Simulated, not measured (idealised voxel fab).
Process module in this document: voxel quadruple lines
Cross-section cut spans 185 nm and uses square cells 5 nm in size.
Just so we're on the same page, the cross-sections are grids of square cells, and they're listed out in bands top to bottom, each band one or more rows deep.
This entry defines a band. It first specifies the height of the band's top and the height of its bottom in nm, and then specifies the band's materials from left to right, stating each material with its width in nm. The word "full width" identifies a single material that fills the band from edge to edge, while the word "blank" identifies empty space.
Below 0: as-received wafer, all one material; heights counted from there. Lowest band: no bottom, goes on down, written "from 0 down".
With a width like "30..40", each row of cells in the band differs from the next by the same amount, the top row carrying the first number and the bottom row the second.
Basically "remained the same" means that step didn't change any cell in the cross-section.
Entry "Enclosed void listing". Content: empty spaces with no open connection to the top, size 8 cells or greater. Each: width x height at distance. Distance: from left edge. Unit: nm.
Past the settings on a step's line: simulator remark, on that step.
Steps that use a mask can have "overlay nm" on their line. It says how far the mask sat to the right of where it was meant to be. Negative means to the left.
Planned step list for the process
1: RECEIVE: material Si
2: CONFORMAL_DEP: material SiO2, thk nm 10
3: DIRECTIONAL_DEP: material W, thk nm 10
4: DIRECTIONAL_DEP: material polySi, thk nm 20
5: DIRECTIONAL_DEP: material aC, thk nm 20
6: PATTERN: tone cover, mask id MANDREL, material resist, width nm 35, thk nm 30, overlay nm 0
7: DIRECTIONAL_ETCH: etch materials aC, depth nm 20
8: STRIP: etch materials resist
9: CONFORMAL_DEP: material SiO2, thk nm 15
10: DIRECTIONAL_ETCH: etch materials SiO2, depth nm 15
11: STRIP: etch materials aC
12: DIRECTIONAL_ETCH: etch materials polySi, depth nm 20
13: STRIP: etch materials SiO2
14: CONFORMAL_DEP: material SiCN, thk nm 10
15: DIRECTIONAL_ETCH: etch materials SiCN, depth nm 10
16: STRIP: etch materials polySi
17: DIRECTIONAL_ETCH: etch materials W, depth nm 10
18: STRIP: etch materials SiCN
19: FILL_DEP: material SiO2, thk nm 10
20: CMP: height nm 20
Account of the first of two wafers, which was processed as intended
Received-state cross-section, reflecting completion of step 1
    from 0 down | Si full width
    Enclosed void listing: none
Step 2 done - wafer cross-section
    from 10 to 0 | SiO2 full width
    Below a height of 0, the structure has not been altered.
Step 3 done - wafer cross-section
    from 20 to 10 | W full width
    Below a height of 10, the structure has not been altered.
Step 4 done - wafer cross-section
    from 40 to 20 | polySi full width
    Below a height of 20, the structure has not been altered.
Step 5 done - wafer cross-section
    from 60 to 40 | aC full width
    Below a height of 40, the structure has not been altered.
Step 6 done - wafer cross-section
    from 90 to 60 | 75 of blank, 35 of resist, 75 of blank
    Below a height of 60, the structure has not been altered.
Step 7 done - wafer cross-section
    from 70 to 60 | 75 of blank, 35 of resist, 75 of blank
    from 60 to 40 | 75 of blank, 35 of aC, 75 of blank
    Below a height of 40, the structure has not been altered.
Step 8 done - wafer cross-section
    from 60 to 40 | 75 of blank, 35 of aC, 75 of blank
    Below a height of 40, the structure has not been altered.
Step 9 done - wafer cross-section
    from 75 to 60 | 60 of blank, 65 of SiO2, 60 of blank
    from 60 to 55 | 60 of blank, 15 of SiO2, 35 of aC, 15 of SiO2, 60 of blank
    from 55 to 40 | 75 of SiO2, 35 of aC, 75 of SiO2
    Below a height of 40, the structure has not been altered.
Step 10 done - wafer cross-section
    from 60 to 40 | 60 of blank, 15 of SiO2, 35 of aC, 15 of SiO2, 60 of blank
    Below a height of 40, the structure has not been altered.
Step 11 done - wafer cross-section
    from 60 to 40 | 60 of blank, 15 of SiO2, 35 of blank, 15 of SiO2, 60 of blank
    Below a height of 40, the structure has not been altered.
Step 12 done - wafer cross-section
    from 60 to 40 | 60 of blank, 15 of SiO2, 35 of blank, 15 of SiO2, 60 of blank
    from 40 to 20 | 60 of blank, 15 of polySi, 35 of blank, 15 of polySi, 60 of blank
    Below a height of 20, the structure has not been altered.
Step 13 done - wafer cross-section
    from 40 to 20 | 60 of blank, 15 of polySi, 35 of blank, 15 of polySi, 60 of blank
    Below a height of 20, the structure has not been altered.
Step 14 done - wafer cross-section
    from 50 to 40 | 50 of blank, 35 of SiCN, 15 of blank, 35 of SiCN, 50 of blank
    from 40 to 30 | 50 of blank, 10 of SiCN, 15 of polySi, 10 of SiCN, 15 of blank, 10 of SiCN, 15 of polySi, 10 of SiCN, 50 of blank
    from 30 to 20 | 60 of SiCN, 15 of polySi, 35 of SiCN, 15 of polySi, 60 of SiCN
    Below a height of 20, the structure has not been altered.
Step 15 done - wafer cross-section
    from 40 to 20 | 50 of blank, 10 of SiCN, 15 of polySi, 10 of SiCN, 15 of blank, 10 of SiCN, 15 of polySi, 10 of SiCN, 50 of blank
    Below a height of 20, the structure has not been altered.
Step 16 done - wafer cross-section
    from 40 to 20 | 50 of blank, 10 of SiCN, 15 of blank, 10 of SiCN, 15 of blank, 10 of SiCN, 15 of blank, 10 of SiCN, 50 of blank
    Below a height of 20, the structure has not been altered.
Step 17 done - wafer cross-section
    from 40 to 20 | 50 of blank, 10 of SiCN, 15 of blank, 10 of SiCN, 15 of blank, 10 of SiCN, 15 of blank, 10 of SiCN, 50 of blank
    from 20 to 10 | 50 of blank, 10 of W, 15 of blank, 10 of W, 15 of blank, 10 of W, 15 of blank, 10 of W, 50 of blank
    Below a height of 10, the structure has not been altered.
Step 18 done - wafer cross-section
    from 20 to 10 | 50 of blank, 10 of W, 15 of blank, 10 of W, 15 of blank, 10 of W, 15 of blank, 10 of W, 50 of blank
    Below a height of 10, the structure has not been altered.
Step 19 done - wafer cross-section
    from 30 to 20 | SiO2 full width
    from 20 to 10 | 50 of SiO2, 10 of W, 15 of SiO2, 10 of W, 15 of SiO2, 10 of W, 15 of SiO2, 10 of W, 50 of SiO2
    Below a height of 10, the structure has not been altered.
Step 20 done - wafer cross-section
    from 20 to 10 | 50 of SiO2, 10 of W, 15 of SiO2, 10 of W, 15 of SiO2, 10 of W, 15 of SiO2, 10 of W, 50 of SiO2
    Below a height of 10, the structure has not been altered.
Second of two: same start, same plan, one run error; steps up to and including 2 match the first
Second wafer at the planned finish of step 3, seen in cross-section
    from 30 to 10 | polySi full width
    Below a height of 10, the structure has not been altered.
Second wafer at the planned finish of step 4, seen in cross-section
    from 40 to 30 | W full width
    Below a height of 30, the structure has not been altered.
Second wafer at the planned finish of step 5, seen in cross-section
    from 60 to 40 | aC full width
    Below a height of 40, the structure has not been altered.
Second wafer at the planned finish of step 6, seen in cross-section
    from 90 to 60 | 75 of blank, 35 of resist, 75 of blank
    Below a height of 60, the structure has not been altered.
Second wafer at the planned finish of step 7, seen in cross-section
    from 70 to 60 | 75 of blank, 35 of resist, 75 of blank
    from 60 to 40 | 75 of blank, 35 of aC, 75 of blank
    Below a height of 40, the structure has not been altered.
Second wafer at the planned finish of step 8, seen in cross-section
    from 60 to 40 | 75 of blank, 35 of aC, 75 of blank
    Below a height of 40, the structure has not been altered.
Second wafer at the planned finish of step 9, seen in cross-section
    from 75 to 60 | 60 of blank, 65 of SiO2, 60 of blank
    from 60 to 55 | 60 of blank, 15 of SiO2, 35 of aC, 15 of SiO2, 60 of blank
    from 55 to 40 | 75 of SiO2, 35 of aC, 75 of SiO2
    Below a height of 40, the structure has not been altered.
Second wafer at the planned finish of step 10, seen in cross-section
    from 60 to 40 | 60 of blank, 15 of SiO2, 35 of aC, 15 of SiO2, 60 of blank
    Below a height of 40, the structure has not been altered.
Second wafer at the planned finish of step 11, seen in cross-section
    from 60 to 40 | 60 of blank, 15 of SiO2, 35 of blank, 15 of SiO2, 60 of blank
    Below a height of 40, the structure has not been altered.
Second wafer at the planned finish of step 12, seen in cross-section: remained the same
Second wafer at the planned finish of step 13, seen in cross-section
    from 40 to 30 | W full width
    Below a height of 30, the structure has not been altered.
Second wafer at the planned finish of step 14, seen in cross-section
    from 50 to 40 | SiCN full width
    Below a height of 40, the structure has not been altered.
Second wafer at the planned finish of step 15, seen in cross-section
    from 40 to 30 | W full width
    Below a height of 30, the structure has not been altered.
Second wafer at the planned finish of step 16, seen in cross-section: remained the same
Second wafer at the planned finish of step 17, seen in cross-section
    from 30 to 10 | polySi full width
    Below a height of 10, the structure has not been altered.
Second wafer at the planned finish of step 18, seen in cross-section: remained the same
Second wafer at the planned finish of step 19, seen in cross-section
    from 40 to 30 | SiO2 full width
    Below a height of 30, the structure has not been altered.
Second wafer at the planned finish of step 20, seen in cross-section
    from 20 to 10 | polySi full width
    Below a height of 10, the structure has not been altered.
Misprocessing identified: steps 3 and 4 traded places in the executed sequence
Bottom line after processing is that, in cells, the second wafer is up or down on some materials versus the first: SiO2: 58 fewer, W: 16 fewer, polySi: 74 more
